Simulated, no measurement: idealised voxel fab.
process module | voxel quadruple lines
cross-section cut | 285 nm wide | cells 5 nm
A cross-section is a grid of square cells, given in bands from the top down. A band is one or more rows of cells.
Each band's line starts with the height of the band's top and of its bottom, in nm. Then come its materials from left to right, each with its width in nm. One material with "throughout" fills the band from edge to edge. "air" is empty space.
Height 0 is the level under which the wafer as received is all one material. The lowest band goes on downwards, as in "0 down".
A width such as "30 to 40" changes by the same amount from each row of cells to the next, from the band's top row to its bottom row.
"no change" after a step means that no cell of the cross-section changed.
closed voids: empty space of 8 cells or more with no open way to the top, each as width x height at its distance from the left edge, in nm
after a step's settings: what the simulator itself notes on the step
overlay nm, on a step with a mask: how far to the right of its planned place the mask lay; to the left if negative
plan
1 op RECEIVE | material Si
2 op CONFORMAL_DEP | material SiO2 | thk nm 10
3 op DIRECTIONAL_DEP | material W | thk nm 10
4 op DIRECTIONAL_DEP | material polySi | thk nm 20
5 op DIRECTIONAL_DEP | material aC | thk nm 20
6 op PATTERN | tone cover | mask id MANDREL | material resist | width nm 30 | pitch nm 80 | thk nm 25 | overlay nm 0
7 op DIRECTIONAL_ETCH | etch materials aC | depth nm 20
8 op STRIP | etch materials resist
9 op CONFORMAL_DEP | material SiO2 | thk nm 10
10 op DIRECTIONAL_ETCH | etch materials SiO2 | depth nm 10
11 op STRIP | etch materials aC
12 op DIRECTIONAL_ETCH | etch materials polySi | depth nm 20
13 op STRIP | etch materials SiO2
14 op CONFORMAL_DEP | material SiCN | thk nm 10
15 op DIRECTIONAL_ETCH | etch materials SiCN | depth nm 10
16 op STRIP | etch materials polySi
17 op DIRECTIONAL_ETCH | etch materials W | depth nm 10
18 op STRIP | etch materials SiCN
as received, after step 1
  0 down: Si throughout
  closed voids: none
a wafer at the end: this start, this plan, one mistake
  20 to 10: air 70 | W 10 | air 5 | W 10 | air 10 | W 10 | air 5 | W 10 | air 20 | W 10 | air 5 | W 10 | air 10 | W 10 | air 5 | W 10 | air 75
  10 to 0: SiO2 throughout
  0 down: Si throughout
  closed voids: none
what went wrong: step 9 ran as: op CONFORMAL_DEP | material SiO2 | thk nm 5
